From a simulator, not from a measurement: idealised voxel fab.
Name of the process module below: voxel self aligned contacts
This is section cut - it's 240 nm across, gridded in 5 nm square cells.
Heads up, the way a cross-section reads in here is a grid of square cells, handed over as bands from the top down, with every band being one or more rows of cells.
Band: top height; bottom height; in nm. Then, left to right: material with width in nm, for each material. "full width": a single material spanning edge to edge. "empty": empty space.
Below 0: as-received wafer, all one material; heights counted from there. Lowest band: no bottom, goes on down, written "from 0 down".
So if you see something like "30..40" for the width, read it as the top row of the band sitting at the first number and the bottom row at the second, with every row in between moving by the same amount as the last.
Given "nothing was modified" for a step, no cell of the cross-section differs between before and after that step.
You'll see "Cavities, sealed" listing empty spaces that have no way open to the top, as long as they're 8 cells or more; the notation is width x height at distance, where the distance is from the left edge, and all of it is in nm.
Where a step's line continues beyond its settings, the continuation is a remark by the simulator itself on that step.
overlay nm: on a step with a mask, how far right of its planned place the mask lay; negative means left.
## Listed below are the process steps as planned
1,RECEIVE: material Si
2,CONFORMAL_DEP: material SiO2, thk nm 5
3,DIRECTIONAL_DEP: material polySi, thk nm 25
4,DIRECTIONAL_DEP: material SiN, thk nm 20
5,DIRECTIONAL_DEP: material aC, thk nm 15
6,PATTERN: tone cover, mask id GATE, material resist, width nm 35, pitch nm 60, thk nm 30, overlay nm 0
7,DIRECTIONAL_ETCH: etch materials aC, depth nm 15
8,STRIP: etch materials resist
9,DIRECTIONAL_ETCH: etch materials SiN, depth nm 20
10,DIRECTIONAL_ETCH: etch materials polySi, depth nm 25
11,STRIP: etch materials aC
12,CONFORMAL_DEP: material SiN, thk nm 5
13,DIRECTIONAL_ETCH: etch materials SiN, depth nm 5
14,FILL_DEP: material SiO2, thk nm 15
15,CMP: height nm 55
16,PATTERN: tone open, mask id CONTACT, material resist, width nm 45, thk nm 15, overlay nm 0
17,DIRECTIONAL_ETCH: etch materials SiO2, depth nm 55
18,STRIP: etch materials resist
19,CONFORMAL_DEP: material TiN, thk nm 5
20,FILL_DEP: material W, thk nm 5
21,CMP: height nm 55
22,CONFORMAL_DEP: material SiN, thk nm 5
## The cross-section here shows the wafer as received, i.e. in its state after step 1
    from 0 down | Si full width
    Cavities, sealed: none
## The first of the two wafers as seen in cross-section once the module was finished; processing followed the plan
    from 60 to 55 | SiN full width
    from 55 to 50 | SiO2: 95, then TiN: 20, then W: 5, then TiN: 20, then SiO2: 100
    from 50 to 30 | SiO2: 65, then SiN: 45, then TiN: 5, then W: 5, then TiN: 5, then SiN: 45, then SiO2: 70
    from 30 to 5 | SiO2: 65, then SiN: 5, then polySi: 35, then SiN: 5, then TiN: 5, then W: 5, then TiN: 5, then SiN: 5, then polySi: 35, then SiN: 5, then SiO2: 70
    from 5 to 0 | SiO2: 110, then TiN: 15, then SiO2: 115
    from 0 down | Si full width
    Cavities, sealed: none
## Cross-sectional view of the second of two wafers upon completion of the module. This wafer shared its starting condition and process plan with the first; one error was made during its execution
    from 60 to 55 | SiN full width
    from 55 to 35 | SiO2: 65, then SiN: 5, then polySi: 35, then SiN: 5, then TiN: 5, then W: 5, then TiN: 5, then SiN: 5, then polySi: 35, then SiN: 5, then SiO2: 70
    from 35 to 30 | SiO2: 65, then SiN: 5, then polySi: 35, then SiN: 5, then TiN: 15, then SiN: 5, then polySi: 35, then SiN: 5, then SiO2: 70
    from 30 to 5 | polySi full width
    from 5 to 0 | SiO2 full width
    from 0 down | Si full width
    Cavities, sealed: none
Misprocessing identified: twice, step 3 of the plan was run
It is noted that, at the conclusion of processing, the second wafer exhibits a higher or lower cell count for certain materials relative to the first: SiN -72, SiO2 -144, TiN -18, W -6, polySi +240
